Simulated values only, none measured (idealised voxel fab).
Documented hereafter: the process module known as voxel ribs on slabs.
This is section cut - it's 140 nm across, gridded in 5 nm square cells.
A cross-section is a grid of square cells, given in bands from the top down. A band is one or more rows of cells. Quick guide to a band line: top height, bottom height (nm) up front; then every material left to right with its width in nm. Only one material and it's marked "full width"? Then it fills the band edge to edge. And "air" just means empty space. Height 0 is the level under which the wafer as received is all one material. The lowest band goes on downwards, as in "0 down". Width spec "30..40" -> top row of cells at first value, bottom row at second value, equal per-row change in between. Reading "no change occurred" for a step: not a cell of the cross-section changed in it. Look at "Non-vented voids" for the closed voids: empty spaces with no open path to the top, sized 8 cells or up. Each is width x height at distance, distance from the left edge, all nm. Where a step's line continues beyond its settings, the continuation is a remark by the simulator itself on that step. Steps that use a mask can have "overlay nm" on their line. It says how far the mask sat to the right of where it was meant to be. Negative means to the left.
# This section lists the process steps that were planned
step 1: RECEIVE: material Si
step 2: DIRECTIONAL_DEP: material SiO2, thk nm 30
step 3: DIRECTIONAL_DEP: material polySi, thk nm 15
step 4: MASKED_ETCH: tone cover, mask id RIB, width nm 30, etch materials polySi, depth nm 5, overlay nm 0
step 5: PATTERN: tone cover, mask id SLAB, material resist, width nm 90, thk nm 15, overlay nm 0
step 6: DIRECTIONAL_ETCH: etch materials polySi, depth nm 10
step 7: STRIP: etch materials resist
step 8: FILL_DEP: material SiO2, thk nm 30
step 9: CMP: height nm 65
step 10: DIRECTIONAL_DEP: material W, thk nm 10
step 11: PATTERN: tone cover, mask id HEATER, material resist, width nm 40, thk nm 15, overlay nm 0
step 12: DIRECTIONAL_ETCH: etch materials W, depth nm 10
step 13: STRIP: etch materials resist
step 14: CONFORMAL_DEP: material SiO2, thk nm 10
# The first wafer of two, processed as planned
# Incoming wafer, cross-sectional view, post step 1
0 down = Si full width
Non-vented voids: none
# You're looking at a cross-section of the wafer after step 2
30 to 0 = SiO2 full width
Heights below 0 show no change.
# You're looking at a cross-section of the wafer after step 3
45 to 30 = polySi full width
Heights below 30 show no change.
# You're looking at a cross-section of the wafer after step 4
45 to 40 = air=55, polySi=30, air=55
Heights below 40 show no change.
# You're looking at a cross-section of the wafer after step 5
60 to 45 = air=25, resist=90, air=25
45 to 40 = air=25, resist=30, polySi=30, resist=30, air=25
Heights below 40 show no change.
# You're looking at a cross-section of the wafer after step 6
60 to 45 = air=25, resist=90, air=25
45 to 40 = air=25, resist=30, polySi=30, resist=30, air=25
40 to 30 = air=25, polySi=90, air=25
Heights below 30 show no change.
# You're looking at a cross-section of the wafer after step 7
45 to 40 = air=55, polySi=30, air=55
Heights below 40 show no change.
# You're looking at a cross-section of the wafer after step 8
75 to 45 = SiO2 full width
45 to 40 = SiO2=55, polySi=30, SiO2=55
40 to 30 = SiO2=25, polySi=90, SiO2=25
Heights below 30 show no change.
# You're looking at a cross-section of the wafer after step 9
65 to 45 = SiO2 full width
Heights below 45 show no change.
# You're looking at a cross-section of the wafer after step 10
75 to 65 = W full width
Heights below 65 show no change.
# You're looking at a cross-section of the wafer after step 11
90 to 75 = air=50, resist=40, air=50
Heights below 75 show no change.
# You're looking at a cross-section of the wafer after step 12
90 to 75 = air=50, resist=40, air=50
75 to 65 = air=50, W=40, air=50
Heights below 65 show no change.
# You're looking at a cross-section of the wafer after step 13
75 to 65 = air=50, W=40, air=50
Heights below 65 show no change.
# You're looking at a cross-section of the wafer after step 14
85 to 75 = air=40, SiO2=60, air=40
75 to 65 = SiO2=50, W=40, SiO2=50
Heights below 65 show no change.
# The second wafer began exactly as the first did and followed the same plan, but one mistake was made while running it; through step 11 inclusive, the two wafers are identical
# Second wafer profile in section, at the moment step 12 of the plan was meant to be complete
90 to 75 = air=50, resist=40, air=50
75 to 70 = air=50, W=40, air=50
Heights below 70 show no change.
# Second wafer profile in section, at the moment step 13 of the plan was meant to be complete
75 to 70 = air=50, W=40, air=50
Heights below 70 show no change.
# Second wafer profile in section, at the moment step 14 of the plan was meant to be complete
85 to 80 = air=40, SiO2=60, air=40
80 to 75 = SiO2 full width
75 to 70 = SiO2=50, W=40, SiO2=50
Heights below 70 show no change.
So what did we get wrong on this run? step 12 ran with different settings than intended, the actual operation and settings being DIRECTIONAL_ETCH: etch materials W, depth nm 5
The final cell counts differ between the wafers, with the second having more or fewer of some materials than the first: SiO2: 4 fewer | W: 20 more
